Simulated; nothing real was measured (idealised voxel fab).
The document below concerns the process module designated voxel wiring stack.
For reference, the cross-section in this document is cut, with width 260 nm and square cells of 5 nm.
How to read a cross-section here: the picture is a grid of square cells, written as bands going from the top down, and any band can span one or more rows of cells. Each band's line starts with the height of the band's top and of its bottom, in nm. Then come its materials from left to right, each with its width in nm. One material with "throughout" fills the band from edge to edge. "empty" is empty space. The level at which height equals 0 is the one under which the wafer, as it arrives, is entirely one material. No lower edge exists for the bottom band, which continues downward and is notated as in "z 0 and below". Note: "30..40" means the width goes from the first number (top row of the band) to the second number (bottom row) in equal steps per row of cells. A step reported as "no modification" is a step in which no cell of the cross-section changed. Fully sealed voids: empty space of 8 cells or more with no open way to the top, each as width x height at its distance from the left edge, in nm. Where a step's line continues beyond its settings, the continuation is a remark by the simulator itself on that step. Each step line may optionally specify "overlay nm", which for a step with a mask gives the rightward distance between the mask's planned place and where it lay, a negative value indicating the leftward direction.
## The following list gives the planned process steps
1,RECEIVE with material Si
2,CONFORMAL_DEP with material SiO2, thk nm 10
3,CONFORMAL_DEP with material SiCN, thk nm 5
4,DIRECTIONAL_DEP with material SiO2, thk nm 15
5,PATTERN with tone open, mask id METAL_1, material resist, width nm 30, pitch nm 55, thk nm 20, overlay nm 0
6,DIRECTIONAL_ETCH with etch materials SiO2, depth nm 15
7,DIRECTIONAL_ETCH with etch materials SiCN, depth nm 5
8,STRIP with etch materials resist
9,CONFORMAL_DEP with material TiN, thk nm 5
10,FILL_DEP with material Cu, thk nm 5
11,CMP with height nm 30
12,CONFORMAL_DEP with material SiCN, thk nm 5
13,DIRECTIONAL_DEP with material SiO2, thk nm 20
14,MASKED_ETCH with tone open, mask id PLUG_1, width nm 15, pitch nm 55, etch materials SiO2, depth nm 20, overlay nm 0
15,MASKED_ETCH with tone open, mask id PLUG_1, width nm 15, pitch nm 55, etch materials SiCN, depth nm 5, overlay nm 0
16,EPI with material Ru, thk nm 10
17,EPI with material Ru, thk nm 10
18,EPI with material Ru, thk nm 5
19,CONFORMAL_DEP with material SiCN, thk nm 5
20,DIRECTIONAL_DEP with material lowk, thk nm 20
21,PATTERN with tone open, mask id METAL_2, material resist, width nm 30, pitch nm 55, thk nm 20, overlay nm 0
22,DIRECTIONAL_ETCH with etch materials lowk, depth nm 20
23,DIRECTIONAL_ETCH with etch materials SiCN, depth nm 5
24,STRIP with etch materials resist
25,CONFORMAL_DEP with material TiN, thk nm 5
26,FILL_DEP with material Cu, thk nm 10
27,CMP with height nm 80
28,CONFORMAL_DEP with material SiCN, thk nm 5
29,DIRECTIONAL_DEP with material lowk, thk nm 30
30,MASKED_ETCH with tone open, mask id METAL_3_HOLES, width nm 15, pitch nm 55, etch materials lowk, depth nm 30, overlay nm 0
31,MASKED_ETCH with tone open, mask id METAL_3, width nm 30, pitch nm 55, etch materials lowk, depth nm 20, overlay nm 0
32,MASKED_ETCH with tone open, mask id METAL_3, width nm 30, pitch nm 55, etch materials SiCN, depth nm 5, overlay nm 0
33,CONFORMAL_DEP with material TiN, thk nm 5
34,FILL_DEP with material Cu, thk nm 5
35,CMP with height nm 115
36,CONFORMAL_DEP with material SiCN, thk nm 5
37,DIRECTIONAL_DEP with material lowk, thk nm 10
38,DIRECTIONAL_DEP with material aC, thk nm 10
39,PATTERN with tone open, mask id PLUG_3, material resist, width nm 15, thk nm 25, overlay nm 0
40,DIRECTIONAL_ETCH with etch materials aC, depth nm 10
41,STRIP with etch materials resist
42,DIRECTIONAL_ETCH with etch materials lowk, depth nm 10
43,DIRECTIONAL_ETCH with etch materials SiCN, depth nm 5
44,STRIP with etch materials aC
45,CONFORMAL_DEP with material TiN, thk nm 5
46,FILL_DEP with material W, thk nm 10
47,CMP with height nm 130
48,CONFORMAL_DEP with material SiN, thk nm 5
49,DIRECTIONAL_DEP with material lowk, thk nm 25
50,MASKED_ETCH with tone open, mask id METAL_4, width nm 30, pitch nm 55, etch materials lowk, depth nm 25, overlay nm 0
51,MASKED_ETCH with tone open, mask id METAL_4, width nm 30, pitch nm 55, etch materials SiN, depth nm 5, overlay nm 0
52,CONFORMAL_DEP with material TiN, thk nm 5
53,FILL_DEP with material Cu, thk nm 5
54,CMP with height nm 160
55,EPI with material Ru, thk nm 5
56,FILL_DEP with material SiCN, thk nm 5
Heads up: all these wafers start the same, and what changes between them is the thk nm in step 19. The value you see in the plan is just what the first wafer got.
## Cross-section, first of several wafers, as delivered after step 1
> z 0 and below  Si throughout
> Fully sealed voids: none
## Cross-section after step 56, the final step of the module, for the first of several wafers
> z 170 to 165  SiCN throughout
> z 165 to 160  80 SiCN; 40 Ru; 15 SiCN; 40 Ru; 85 SiCN
> z 160 to 135  85 lowk; 5 TiN; 20 Cu; 5 TiN; 25 lowk; 5 TiN; 20 Cu; 5 TiN; 90 lowk
> z 135 to 130  85 SiN; 30 TiN; 25 SiN; 30 TiN; 90 SiN
> z 130 to 120  85 lowk; 5 TiN; 5 W; 5 TiN; 160 lowk
> z 120 to 115  85 SiCN; 15 TiN; 160 SiCN
> z 115 to 100  85 lowk; 5 TiN; 20 Cu; 5 TiN; 25 lowk; 5 TiN; 20 Cu; 5 TiN; 90 lowk
> z 100 to 95  85 lowk; 5 TiN; 5 Cu; 20 TiN; 25 lowk; 5 TiN; 5 Cu; 20 TiN; 90 lowk
> z 95 to 85  85 lowk; 5 TiN; 5 Cu; 5 TiN; 40 lowk; 5 TiN; 5 Cu; 5 TiN; 105 lowk
> z 85 to 80  85 SiCN; 15 TiN; 40 SiCN; 15 TiN; 105 SiCN
> z 80 to 60  85 lowk; 5 TiN; 20 Cu; 5 TiN; 25 lowk; 5 TiN; 20 Cu; 5 TiN; 90 lowk
> z 60 to 55  85 SiCN; 30 TiN; 25 SiCN; 30 TiN; 90 SiCN
> z 55 to 35  85 SiO2; 15 Ru; 40 SiO2; 15 Ru; 105 SiO2
> z 35 to 30  85 SiCN; 15 Ru; 40 SiCN; 15 Ru; 105 SiCN
> z 30 to 15  85 SiO2; 5 TiN; 20 Cu; 5 TiN; 25 SiO2; 5 TiN; 20 Cu; 5 TiN; 90 SiO2
> z 15 to 10  85 SiCN; 30 TiN; 25 SiCN; 30 TiN; 90 SiCN
> z 10 to 0  SiO2 throughout
> z 0 and below  Si throughout
> Fully sealed voids: none
## End of module, last wafer sectioned
> z 170 to 165  SiCN throughout
> z 165 to 160  80 SiCN; 40 Ru; 15 SiCN; 40 Ru; 85 SiCN
> z 160 to 135  85 lowk; 5 TiN; 20 Cu; 5 TiN; 25 lowk; 5 TiN; 20 Cu; 5 TiN; 90 lowk
> z 135 to 130  85 SiN; 30 TiN; 25 SiN; 30 TiN; 90 SiN
> z 130 to 120  85 lowk; 5 TiN; 5 W; 5 TiN; 160 lowk
> z 120 to 115  85 SiCN; 15 TiN; 160 SiCN
> z 115 to 100  85 lowk; 5 TiN; 20 Cu; 5 TiN; 25 lowk; 5 TiN; 20 Cu; 5 TiN; 90 lowk
> z 100 to 95  85 lowk; 5 TiN; 5 Cu; 20 TiN; 25 lowk; 5 TiN; 5 Cu; 20 TiN; 90 lowk
> z 95 to 85  85 lowk; 5 TiN; 5 Cu; 5 TiN; 40 lowk; 5 TiN; 5 Cu; 5 TiN; 105 lowk
> z 85 to 80  85 SiCN; 15 TiN; 40 SiCN; 15 TiN; 105 SiCN
> z 80 to 75  85 lowk; 5 TiN; 20 Cu; 5 TiN; 25 lowk; 5 TiN; 20 Cu; 5 TiN; 90 lowk
> z 75 to 70  85 SiCN; 30 TiN; 25 SiCN; 30 TiN; 90 SiCN
> z 70 to 55  SiCN throughout
> z 55 to 35  85 SiO2; 15 Ru; 40 SiO2; 15 Ru; 105 SiO2
> z 35 to 30  85 SiCN; 15 Ru; 40 SiCN; 15 Ru; 105 SiCN
> z 30 to 15  85 SiO2; 5 TiN; 20 Cu; 5 TiN; 25 SiO2; 5 TiN; 20 Cu; 5 TiN; 90 SiO2
> z 15 to 10  85 SiCN; 30 TiN; 25 SiCN; 30 TiN; 90 SiCN
> z 10 to 0  SiO2 throughout
> z 0 and below  Si throughout
> Fully sealed voids: none
## Heads up, this table goes wafer by wafer. A row tells you, at the end of the module, how many cells of each material that wafer has put on (+) or dropped (-) since it was received, and then its closed voids
thk nm 5 | +126 Cu | +46 Ru | +309 SiCN | +40 SiN | +408 SiO2 | +127 TiN | +2 W | +710 lowk | Fully sealed voids: none
thk nm 10 | +118 Cu | +46 Ru | +361 SiCN | +40 SiN | +408 SiO2 | +123 TiN | +2 W | +670 lowk | Fully sealed voids: none
thk nm 15 | +110 Cu | +46 Ru | +413 SiCN | +40 SiN | +408 SiO2 | +119 TiN | +2 W | +630 lowk | Fully sealed voids: none
thk nm 20 | +102 Cu | +46 Ru | +465 SiCN | +40 SiN | +408 SiO2 | +115 TiN | +2 W | +590 lowk | Fully sealed voids: none
